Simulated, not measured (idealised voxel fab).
The following process module bears the name voxel quadruple lines.
Square cell edge 5 nm, section width 275 nm, ID cut.
Reading order for cross-sections: top band down to bottom band. Underlying form: a grid of square cells. Band size: one or more rows of cells.
Each band's line starts with the height of the band's top and of its bottom, in nm. Then come its materials from left to right, each with its width in nm. One material with "full width" fills the band from edge to edge. "empty" is empty space.
Measure heights from 0. That's the level where, below it, the as-received wafer is all one material. The lowest band is bottomless and extends downward; write it as in "0 nm and below".
Width: "30->40" (first number = top row, second number = bottom row, same change from row to row of cells).
Any step labelled "no modification" changed none of the cells in the cross-section.
Empty spaces without an open route to the top, at least 8 cells in extent, make up the entry "Enclosed internal voids"; each is given as width x height at distance, where the distance is measured from the left edge, and all are in nm.
Post-settings text on a step line: simulator's own remark regarding the step.
overlay nm: right-of-plan distance of the mask on a masked step; negative values mean left-of-plan.
-- Set out below are the planned steps of the process
1: op RECEIVE | material Si
2: op CONFORMAL_DEP | material SiO2 | thk nm 10
3: op DIRECTIONAL_DEP | material W | thk nm 10
4: op DIRECTIONAL_DEP | material polySi | thk nm 15
5: op DIRECTIONAL_DEP | material aC | thk nm 25
6: op PATTERN | tone cover | mask id MANDREL | material resist | width nm 30 | thk nm 35 | overlay nm 0
7: op DIRECTIONAL_ETCH | etch materials aC | depth nm 25
8: op STRIP | etch materials resist
9: op CONFORMAL_DEP | material SiO2 | thk nm 10
10: op DIRECTIONAL_ETCH | etch materials SiO2 | depth nm 10
11: op STRIP | etch materials aC
12: op DIRECTIONAL_ETCH | etch materials polySi | depth nm 15
13: op STRIP | etch materials SiO2
14: op CONFORMAL_DEP | material SiCN | thk nm 10
15: op DIRECTIONAL_ETCH | etch materials SiCN | depth nm 10
16: op STRIP | etch materials polySi
17: op DIRECTIONAL_ETCH | etch materials W | depth nm 10
18: op STRIP | etch materials SiCN
-- The first of two wafers, run as planned
-- Cross-section, incoming material, after step 1
0 nm and below | Si full width
Enclosed internal voids: none
-- Cross-sectional representation of the wafer at the conclusion of step 2
10 nm to 0 nm | SiO2 full width
below 0: unchanged
-- Cross-sectional representation of the wafer at the conclusion of step 3
20 nm to 10 nm | W full width
below 10: unchanged
-- Cross-sectional representation of the wafer at the conclusion of step 4
35 nm to 20 nm | polySi full width
below 20: unchanged
-- Cross-sectional representation of the wafer at the conclusion of step 5
60 nm to 35 nm | aC full width
below 35: unchanged
-- Cross-sectional representation of the wafer at the conclusion of step 6
95 nm to 60 nm | empty (120)  resist (30)  empty (125)
below 60: unchanged
-- Cross-sectional representation of the wafer at the conclusion of step 7
70 nm to 60 nm | empty (120)  resist (30)  empty (125)
60 nm to 35 nm | empty (120)  aC (30)  empty (125)
below 35: unchanged
-- Cross-sectional representation of the wafer at the conclusion of step 8
60 nm to 35 nm | empty (120)  aC (30)  empty (125)
below 35: unchanged
-- Cross-sectional representation of the wafer at the conclusion of step 9
70 nm to 60 nm | empty (110)  SiO2 (50)  empty (115)
60 nm to 45 nm | empty (110)  SiO2 (10)  aC (30)  SiO2 (10)  empty (115)
45 nm to 35 nm | SiO2 (120)  aC (30)  SiO2 (125)
below 35: unchanged
-- Cross-sectional representation of the wafer at the conclusion of step 10
60 nm to 35 nm | empty (110)  SiO2 (10)  aC (30)  SiO2 (10)  empty (115)
below 35: unchanged
-- Cross-sectional representation of the wafer at the conclusion of step 11
60 nm to 35 nm | empty (110)  SiO2 (10)  empty (30)  SiO2 (10)  empty (115)
below 35: unchanged
-- Cross-sectional representation of the wafer at the conclusion of step 12
60 nm to 35 nm | empty (110)  SiO2 (10)  empty (30)  SiO2 (10)  empty (115)
35 nm to 20 nm | empty (110)  polySi (10)  empty (30)  polySi (10)  empty (115)
below 20: unchanged
-- Cross-sectional representation of the wafer at the conclusion of step 13
35 nm to 20 nm | empty (110)  polySi (10)  empty (30)  polySi (10)  empty (115)
below 20: unchanged
-- Cross-sectional representation of the wafer at the conclusion of step 14
45 nm to 35 nm | empty (100)  SiCN (30)  empty (10)  SiCN (30)  empty (105)
35 nm to 30 nm | empty (100)  SiCN (10)  polySi (10)  SiCN (10)  empty (10)  SiCN (10)  polySi (10)  SiCN (10)  empty (105)
30 nm to 20 nm | SiCN (110)  polySi (10)  SiCN (30)  polySi (10)  SiCN (115)
below 20: unchanged
-- Cross-sectional representation of the wafer at the conclusion of step 15
35 nm to 20 nm | empty (100)  SiCN (10)  polySi (10)  SiCN (10)  empty (10)  SiCN (10)  polySi (10)  SiCN (10)  empty (105)
below 20: unchanged
-- Cross-sectional representation of the wafer at the conclusion of step 16
35 nm to 20 nm | empty (100)  SiCN (10)  empty (10)  SiCN (10)  empty (10)  SiCN (10)  empty (10)  SiCN (10)  empty (105)
below 20: unchanged
-- Cross-sectional representation of the wafer at the conclusion of step 17
35 nm to 20 nm | empty (100)  SiCN (10)  empty (10)  SiCN (10)  empty (10)  SiCN (10)  empty (10)  SiCN (10)  empty (105)
20 nm to 10 nm | empty (100)  W (10)  empty (10)  W (10)  empty (10)  W (10)  empty (10)  W (10)  empty (105)
below 10: unchanged
-- Cross-sectional representation of the wafer at the conclusion of step 18
20 nm to 10 nm | empty (100)  W (10)  empty (10)  W (10)  empty (10)  W (10)  empty (10)  W (10)  empty (105)
below 10: unchanged
-- The second wafer was prepared from the same starting point and under the same plan as the first; its processing contained one mistake, and it remains indistinguishable from the first wafer up to and including step 1
Second wafer at the planned finish of step 2, seen in cross-section: no modification
-- Second wafer at the planned finish of step 3, seen in cross-section
10 nm to 0 nm | W full width
below 0: unchanged
-- Second wafer at the planned finish of step 4, seen in cross-section
25 nm to 10 nm | polySi full width
below 10: unchanged
-- Second wafer at the planned finish of step 5, seen in cross-section
50 nm to 25 nm | aC full width
below 25: unchanged
-- Second wafer at the planned finish of step 6, seen in cross-section
85 nm to 50 nm | empty (120)  resist (30)  empty (125)
below 50: unchanged
-- Second wafer at the planned finish of step 7, seen in cross-section
60 nm to 50 nm | empty (120)  resist (30)  empty (125)
50 nm to 25 nm | empty (120)  aC (30)  empty (125)
below 25: unchanged
-- Second wafer at the planned finish of step 8, seen in cross-section
50 nm to 25 nm | empty (120)  aC (30)  empty (125)
below 25: unchanged
-- Second wafer at the planned finish of step 9, seen in cross-section
60 nm to 50 nm | empty (110)  SiO2 (50)  empty (115)
50 nm to 35 nm | empty (110)  SiO2 (10)  aC (30)  SiO2 (10)  empty (115)
35 nm to 25 nm | SiO2 (120)  aC (30)  SiO2 (125)
below 25: unchanged
-- Second wafer at the planned finish of step 10, seen in cross-section
50 nm to 25 nm | empty (110)  SiO2 (10)  aC (30)  SiO2 (10)  empty (115)
below 25: unchanged
-- Second wafer at the planned finish of step 11, seen in cross-section
50 nm to 25 nm | empty (110)  SiO2 (10)  empty (30)  SiO2 (10)  empty (115)
below 25: unchanged
-- Second wafer at the planned finish of step 12, seen in cross-section
50 nm to 25 nm | empty (110)  SiO2 (10)  empty (30)  SiO2 (10)  empty (115)
25 nm to 10 nm | empty (110)  polySi (10)  empty (30)  polySi (10)  empty (115)
below 10: unchanged
-- Second wafer at the planned finish of step 13, seen in cross-section
25 nm to 10 nm | empty (110)  polySi (10)  empty (30)  polySi (10)  empty (115)
below 10: unchanged
-- Second wafer at the planned finish of step 14, seen in cross-section
35 nm to 25 nm | empty (100)  SiCN (30)  empty (10)  SiCN (30)  empty (105)
25 nm to 20 nm | empty (100)  SiCN (10)  polySi (10)  SiCN (10)  empty (10)  SiCN (10)  polySi (10)  SiCN (10)  empty (105)
20 nm to 10 nm | SiCN (110)  polySi (10)  SiCN (30)  polySi (10)  SiCN (115)
below 10: unchanged
-- Second wafer at the planned finish of step 15, seen in cross-section
25 nm to 10 nm | empty (100)  SiCN (10)  polySi (10)  SiCN (10)  empty (10)  SiCN (10)  polySi (10)  SiCN (10)  empty (105)
below 10: unchanged
-- Second wafer at the planned finish of step 16, seen in cross-section
25 nm to 10 nm | empty (100)  SiCN (10)  empty (10)  SiCN (10)  empty (10)  SiCN (10)  empty (10)  SiCN (10)  empty (105)
below 10: unchanged
-- Second wafer at the planned finish of step 17, seen in cross-section
25 nm to 10 nm | empty (100)  SiCN (10)  empty (10)  SiCN (10)  empty (10)  SiCN (10)  empty (10)  SiCN (10)  empty (105)
10 nm to 0 nm | empty (100)  W (10)  empty (10)  W (10)  empty (10)  W (10)  empty (10)  W (10)  empty (105)
below 0: unchanged
-- Second wafer at the planned finish of step 18, seen in cross-section
10 nm to 0 nm | empty (100)  W (10)  empty (10)  W (10)  empty (10)  W (10)  empty (10)  W (10)  empty (105)
below 0: unchanged
Where did the run depart from the plan? plan step 2 skipped
Upon completion, the second wafer contains, in terms of cells, a greater or smaller amount of certain materials than the first wafer: SiO2: 110 fewer
